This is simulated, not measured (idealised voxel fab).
The document below concerns the process module designated voxel released beams.
Square cells of 5 nm make up the cross-section cut, whose width is 275 nm.
If you're reading a cross-section in this doc, picture square cells in a grid; it comes to you as bands, top ones listed first down to the bottom, and a band can be one or more rows of cells. Basically the band line says how high the top is and how high the bottom is, in nm, and then what's in it from left to right, every material with its width in nm. Empty space shows up as "air", and if a single material carries "all across" it runs the full band edge to edge. For the purposes of this specification, 0 denotes the height below which the wafer in its as-received condition is composed wholly of one material, and the lowermost band, lacking a lower limit, extends downward without end, as expressed in "0 -> down". Note: "30..40" means the width goes from the first number (top row of the band) to the second number (bottom row) in equal steps per row of cells. Reading "changes: none" for a step: not a cell of the cross-section changed in it. Fully closed voids: empty space of 8 cells or more with no open way to the top, each as width x height at its distance from the left edge, in nm. That trailing text on a step's line, after the settings, is the simulator's own remark on the step. overlay nm: on a step with a mask, how far right of its planned place the mask lay; negative means left.

**Planned process steps**
1,RECEIVE | material Si
2,CONFORMAL_DEP | material Al2O3 | thk nm 10
3,DIRECTIONAL_DEP | material SiO2 | thk nm 15
4,MASKED_ETCH | tone open | mask id ANCHOR | width nm 25 | etch materials SiO2 | depth nm 15 | overlay nm 0
5,CONFORMAL_DEP | material SiN | thk nm 10
6,MASKED_ETCH | tone cover | mask id BEAM | width nm 105 | etch materials SiN | depth nm 10 | overlay nm 0
7,STRIP | etch materials SiO2

**Shown in cross-section is the wafer as received, that is, as it stands after step 1**
- 0 -> down | Si all across
- Fully closed voids: none

**Look at the cross-section after the module: the wafer started out the way shown above and the plan was the one shown above, yet one mistake was made along the way**
- 25 -> 20 | air 80 nm; SiN 15 nm; air 5 nm; SiN 85 nm; air 90 nm
- 20 -> 10 | air 80..85 nm; SiN 105..25 nm; air 90..165 nm
- 10 -> 0 | Al2O3 all across
- 0 -> down | Si all across
- Fully closed voids: none
Finding, execution versus plan: contrary to plan, step 3 was performed as DIRECTIONAL_DEP | material SiO2 | thk nm 5
